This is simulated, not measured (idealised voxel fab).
Process module in this document: voxel gate over fins
The figure presents cross-section cut, which has a width of 240 nm and is divided into square cells with an edge length of 5 nm.
Reading order for cross-sections: top band down to bottom band. Underlying form: a grid of square cells. Band size: one or more rows of cells.
It is stipulated that each band's entry specify, in nanometres, the height of the top of the band and then that of its bottom, followed by the materials of the band in left-to-right sequence, each together with its width in nanometres. A single material marked by the word "edge to edge" is understood to fill the band from edge to edge; the word "blank" is understood to denote empty space.
Beneath 0, the wafer as received is one material, and that level is where height counting begins. The lowest band goes on downward without a bottom; it is written like "from 0 down".
A width given as "30 to 40" starts at the first number in the band's top row and ends at the second number in its bottom row, shifting by an equal amount at every step from row to row.
It should be understood that the words "all unchanged", when stated for a given step, signify that the cross-section underwent no change in any of its cells during that step.
The entry titled "Closed void listing" provides the empty spaces that have no open way to the top, restricted to those of 8 cells or more. Each is presented as width x height at distance, the distance being measured from the left edge, with all three in nm.
Formally, on a step line, whatever follows the settings is a remark that the simulator itself makes on the step.
The setting "overlay nm" may be written on the line of a step. When the step uses a mask, the value reports how far to the right of the planned place the mask lay, and a negative value reports that it lay to the left.

# The steps planned for the process are as follows
1) op RECEIVE | material Si
2) op CONFORMAL_DEP | material SiN | thk nm 5
3) op PATTERN | tone cover | mask id FINS | material resist | width nm 15 | pitch nm 40 | thk nm 15 | overlay nm 0
4) op DIRECTIONAL_ETCH | etch materials SiN | depth nm 5
5) op DIRECTIONAL_ETCH | etch materials Si | depth nm 30
6) op STRIP | etch materials resist
7) op OXIDIZE | depth nm 5
8) op FILL_DEP | material SiO2 | thk nm 15
9) op CMP | height nm 5
10) op SELECTIVE_ETCH | etch materials SiO2 | depth nm 15
11) op STRIP | etch materials SiN
12) op CONFORMAL_DEP | material HfO2 | thk nm 5
13) op CONFORMAL_DEP | material TiN | thk nm 5
14) op FILL_DEP | material W | thk nm 10
15) op CMP | height nm 15
16) op CONFORMAL_DEP | material SiN | thk nm 5

# Cross-section of the incoming wafer, state after step 1
    from 0 down | Si edge to edge
    Closed void listing: none

# End-of-module XS, first of two wafers, run as planned
    from 20 to 15 | SiN edge to edge
    from 15 to 10 | W edge to edge
    from 10 to 5 | W 45 / TiN 25 / W 15 / TiN 25 / W 15 / TiN 25 / W 15 / TiN 25 / W 50
    from 5 to 0 | W 45 / TiN 5 / HfO2 15 / TiN 5 / W 15 / TiN 5 / HfO2 15 / TiN 5 / W 15 / TiN 5 / HfO2 15 / TiN 5 / W 15 / TiN 5 / HfO2 15 / TiN 5 / W 50
    from 0 to -5 | TiN 50 / HfO2 5 / Si 5 / HfO2 5 / TiN 25 / HfO2 5 / Si 5 / HfO2 5 / TiN 25 / HfO2 5 / Si 5 / HfO2 5 / TiN 25 / HfO2 5 / Si 5 / HfO2 5 / TiN 55
    from -5 to -10 | HfO2 55 / Si 5 / HfO2 35 / Si 5 / HfO2 35 / Si 5 / HfO2 35 / Si 5 / HfO2 60
    from -10 to -35 | SiO2 55 / Si 5 / SiO2 35 / Si 5 / SiO2 35 / Si 5 / SiO2 35 / Si 5 / SiO2 60
    from -35 down | Si edge to edge
    Closed void listing: none

# Second wafer through the module, sectioned at the end: same beginning and same plan as the first wafer, with one mistake in carrying it out
    from 20 to 15 | SiN edge to edge
    from 15 to 10 | W edge to edge
    from 10 to 5 | W 45 / TiN 30 / W 10 / TiN 30 / W 10 / TiN 30 / W 10 / TiN 30 / W 45
    from 5 to 0 | W 45 / TiN 5 / HfO2 20 / TiN 5 / W 10 / TiN 5 / HfO2 20 / TiN 5 / W 10 / TiN 5 / HfO2 20 / TiN 5 / W 10 / TiN 5 / HfO2 20 / TiN 5 / W 45
    from 0 to -5 | TiN 50 / HfO2 5 / Si 10 / HfO2 5 / TiN 20 / HfO2 5 / Si 10 / HfO2 5 / TiN 20 / HfO2 5 / Si 10 / HfO2 5 / TiN 20 / HfO2 5 / Si 10 / HfO2 5 / TiN 50
    from -5 to -10 | HfO2 55 / Si 10 / HfO2 30 / Si 10 / HfO2 30 / Si 10 / HfO2 30 / Si 10 / HfO2 55
    from -10 to -35 | SiO2 55 / Si 10 / SiO2 30 / Si 10 / SiO2 30 / Si 10 / SiO2 30 / Si 10 / SiO2 55
    from -35 down | Si edge to edge
    Closed void listing: none
Deviation from plan: not per plan at step 3, really ran op PATTERN | tone cover | mask id FINS | material resist | width nm 20 | pitch nm 40 | thk nm 15 | overlay nm 0
Final cells, second wafer relative to first, materials higher or lower: 28 more of Si, 20 fewer of SiO2, 8 fewer of W
